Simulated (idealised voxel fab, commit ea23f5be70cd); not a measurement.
process module | voxel self aligned contacts
Cross-section cut spans 215 nm and uses square cells 5 nm in size.
Reading order for cross-sections: top band down to bottom band. Underlying form: a grid of square cells. Band size: one or more rows of cells. In this notation a band is specified by the heights of its top and bottom, in that order and in nm, after which its materials appear from left to right, each paired with its width in nm. The word "all across" attached to a single material means that material fills the band from edge to edge; the word "blank" stands for empty space. Heights from 0 (as-received wafer is one material below). Bottom band endless downward, as "0..down". With a width like "30->40", each row of cells in the band differs from the next by the same amount, the top row carrying the first number and the bottom row the second. For the purposes of this document, the phrase "changes: none" attached to a step denotes that no cell within the cross-section was modified by that step. "Closed void register" lists enclosed empty spaces (at least 8 cells, no open path upward to the top), each as width x height at distance from the left edge, in nm. Whatever follows a step's settings on its line is a remark the simulator itself makes about that step. A step's line can hold "overlay nm"; with a mask on that step, the setting says how far right of the planned place the mask lay, while a negative setting says it lay to the left.
INTENDED PROCESS STEPS
1. RECEIVE,material Si
2. OXIDIZE,depth nm 5
3. DIRECTIONAL_DEP,material polySi,thk nm 25
4. DIRECTIONAL_DEP,material SiN,thk nm 25
5. MASKED_ETCH,tone cover,mask id GATE,width nm 25,pitch nm 65,etch materials SiN,depth nm 25,overlay nm 0
6. MASKED_ETCH,tone cover,mask id GATE,width nm 25,pitch nm 65,etch materials polySi,depth nm 25,overlay nm 0
7. CONFORMAL_DEP,material SiN,thk nm 10
8. DIRECTIONAL_ETCH,etch materials SiN,depth nm 10
9. FILL_DEP,material SiO2,thk nm 15
10. CMP,height nm 55
11. MASKED_ETCH,tone open,mask id CONTACT,width nm 50,pitch nm 65,etch materials SiO2,depth nm 60,overlay nm 0
12. CONFORMAL_DEP,material TiN,thk nm 5
13. FILL_DEP,material Ru,thk nm 10
14. CMP,height nm 55
15. CONFORMAL_DEP,material SiCN,thk nm 5
FIRST OF TWO WAFERS, WITH THE RUN CARRIED OUT AS PLANNED
CROSS-SECTION OF THE WAFER AS IT CAME TO US, I.E., ALREADY THROUGH STEP 1
0..down: Si all across
Closed void register: none
STEP 2 COMPLETE: CROSS-SECTION THROUGH THE WAFER
0..-5: SiO2 all across
Below -5, the layers are the same as they were.
STEP 3 COMPLETE: CROSS-SECTION THROUGH THE WAFER
25..0: polySi all across
Below 0, the layers are the same as they were.
STEP 4 COMPLETE: CROSS-SECTION THROUGH THE WAFER
50..25: SiN all across
Below 25, the layers are the same as they were.
STEP 5 COMPLETE: CROSS-SECTION THROUGH THE WAFER
50..25: 30 nm blank  25 nm SiN  40 nm blank  25 nm SiN  40 nm blank  25 nm SiN  30 nm blank
Below 25, the layers are the same as they were.
STEP 6 COMPLETE: CROSS-SECTION THROUGH THE WAFER
50..25: 30 nm blank  25 nm SiN  40 nm blank  25 nm SiN  40 nm blank  25 nm SiN  30 nm blank
25..0: 30 nm blank  25 nm polySi  40 nm blank  25 nm polySi  40 nm blank  25 nm polySi  30 nm blank
Below 0, the layers are the same as they were.
STEP 7 COMPLETE: CROSS-SECTION THROUGH THE WAFER
60..25: 20 nm blank  45 nm SiN  20 nm blank  45 nm SiN  20 nm blank  45 nm SiN  20 nm blank
25..10: 20 nm blank  10 nm SiN  25 nm polySi  10 nm SiN  20 nm blank  10 nm SiN  25 nm polySi  10 nm SiN  20 nm blank  10 nm SiN  25 nm polySi  10 nm SiN  20 nm blank
10..0: 30 nm SiN  25 nm polySi  40 nm SiN  25 nm polySi  40 nm SiN  25 nm polySi  30 nm SiN
Below 0, the layers are the same as they were.
STEP 8 COMPLETE: CROSS-SECTION THROUGH THE WAFER
50..25: 20 nm blank  45 nm SiN  20 nm blank  45 nm SiN  20 nm blank  45 nm SiN  20 nm blank
25..0: 20 nm blank  10 nm SiN  25 nm polySi  10 nm SiN  20 nm blank  10 nm SiN  25 nm polySi  10 nm SiN  20 nm blank  10 nm SiN  25 nm polySi  10 nm SiN  20 nm blank
Below 0, the layers are the same as they were.
STEP 9 COMPLETE: CROSS-SECTION THROUGH THE WAFER
65..50: SiO2 all across
50..25: 20 nm SiO2  45 nm SiN  20 nm SiO2  45 nm SiN  20 nm SiO2  45 nm SiN  20 nm SiO2
25..0: 20 nm SiO2  10 nm SiN  25 nm polySi  10 nm SiN  20 nm SiO2  10 nm SiN  25 nm polySi  10 nm SiN  20 nm SiO2  10 nm SiN  25 nm polySi  10 nm SiN  20 nm SiO2
Below 0, the layers are the same as they were.
STEP 10 COMPLETE: CROSS-SECTION THROUGH THE WAFER
55..50: SiO2 all across
Below 50, the layers are the same as they were.
STEP 11 COMPLETE: CROSS-SECTION THROUGH THE WAFER
55..50: 50 nm SiO2  50 nm blank  15 nm SiO2  50 nm blank  50 nm SiO2
50..25: 20 nm SiO2  45 nm SiN  20 nm blank  45 nm SiN  20 nm blank  45 nm SiN  20 nm SiO2
25..0: 20 nm SiO2  10 nm SiN  25 nm polySi  10 nm SiN  20 nm blank  10 nm SiN  25 nm polySi  10 nm SiN  20 nm blank  10 nm SiN  25 nm polySi  10 nm SiN  20 nm SiO2
0..-5: 65 nm SiO2  20 nm blank  45 nm SiO2  20 nm blank  65 nm SiO2
Below -5, the layers are the same as they were.
STEP 12 COMPLETE: CROSS-SECTION THROUGH THE WAFER
60..55: 55 nm TiN  40 nm blank  25 nm TiN  40 nm blank  55 nm TiN
55..50: 50 nm SiO2  20 nm TiN  10 nm blank  20 nm TiN  15 nm SiO2  20 nm TiN  10 nm blank  20 nm TiN  50 nm SiO2
50..25: 20 nm SiO2  45 nm SiN  5 nm TiN  10 nm blank  5 nm TiN  45 nm SiN  5 nm TiN  10 nm blank  5 nm TiN  45 nm SiN  20 nm SiO2
25..0: 20 nm SiO2  10 nm SiN  25 nm polySi  10 nm SiN  5 nm TiN  10 nm blank  5 nm TiN  10 nm SiN  25 nm polySi  10 nm SiN  5 nm TiN  10 nm blank  5 nm TiN  10 nm SiN  25 nm polySi  10 nm SiN  20 nm SiO2
0..-5: 65 nm SiO2  20 nm TiN  45 nm SiO2  20 nm TiN  65 nm SiO2
Below -5, the layers are the same as they were.
STEP 13 COMPLETE: CROSS-SECTION THROUGH THE WAFER
70..60: Ru all across
60..55: 55 nm TiN  40 nm Ru  25 nm TiN  40 nm Ru  55 nm TiN
55..50: 50 nm SiO2  20 nm TiN  10 nm Ru  20 nm TiN  15 nm SiO2  20 nm TiN  10 nm Ru  20 nm TiN  50 nm SiO2
50..25: 20 nm SiO2  45 nm SiN  5 nm TiN  10 nm Ru  5 nm TiN  45 nm SiN  5 nm TiN  10 nm Ru  5 nm TiN  45 nm SiN  20 nm SiO2
25..0: 20 nm SiO2  10 nm SiN  25 nm polySi  10 nm SiN  5 nm TiN  10 nm Ru  5 nm TiN  10 nm SiN  25 nm polySi  10 nm SiN  5 nm TiN  10 nm Ru  5 nm TiN  10 nm SiN  25 nm polySi  10 nm SiN  20 nm SiO2
Below 0, the layers are the same as they were.
STEP 14 COMPLETE: CROSS-SECTION THROUGH THE WAFER
55..50: 50 nm SiO2  20 nm TiN  10 nm Ru  20 nm TiN  15 nm SiO2  20 nm TiN  10 nm Ru  20 nm TiN  50 nm SiO2
Below 50, the layers are the same as they were.
STEP 15 COMPLETE: CROSS-SECTION THROUGH THE WAFER
60..55: SiCN all across
Below 55, the layers are the same as they were.
SECOND OF TWO: SAME START, SAME PLAN, ONE RUN ERROR; STEPS UP TO AND INCLUDING 3 MATCH THE FIRST
WHEN STEP 4 SHOULD HAVE ENDED
50..25: SiCN all across
Below 25, the layers are the same as they were.
when step 5 should have ended: changes: none
when step 6 should have ended: changes: none
WHEN STEP 7 SHOULD HAVE ENDED
60..50: SiN all across
Below 50, the layers are the same as they were.
WHEN STEP 8 SHOULD HAVE ENDED
50..25: SiCN all across
Below 25, the layers are the same as they were.
WHEN STEP 9 SHOULD HAVE ENDED
65..50: SiO2 all across
Below 50, the layers are the same as they were.
WHEN STEP 10 SHOULD HAVE ENDED
55..50: SiO2 all across
Below 50, the layers are the same as they were.
WHEN STEP 11 SHOULD HAVE ENDED
55..50: 50 nm SiO2  50 nm blank  15 nm SiO2  50 nm blank  50 nm SiO2
Below 50, the layers are the same as they were.
WHEN STEP 12 SHOULD HAVE ENDED
60..55: 55 nm TiN  40 nm blank  25 nm TiN  40 nm blank  55 nm TiN
55..50: 50 nm SiO2  50 nm TiN  15 nm SiO2  50 nm TiN  50 nm SiO2
Below 50, the layers are the same as they were.
WHEN STEP 13 SHOULD HAVE ENDED
70..60: Ru all across
60..55: 55 nm TiN  40 nm Ru  25 nm TiN  40 nm Ru  55 nm TiN
Below 55, the layers are the same as they were.
WHEN STEP 14 SHOULD HAVE ENDED
55..50: 50 nm SiO2  50 nm TiN  15 nm SiO2  50 nm TiN  50 nm SiO2
Below 50, the layers are the same as they were.
WHEN STEP 15 SHOULD HAVE ENDED
60..55: SiCN all across
Below 55, the layers are the same as they were.
Heads up, the wafer didn't run the way we planned it: step 4 was run on a setting that differed from the plan, and what really ran there is DIRECTIONAL_DEP,material SiCN,thk nm 25
The closing comparison, in cells, has the second wafer with more or fewer of some materials than the first: Ru: 44 fewer; SiCN: 215 more; SiN: 195 fewer; SiO2: 72 fewer; TiN: 44 fewer; polySi: 140 more
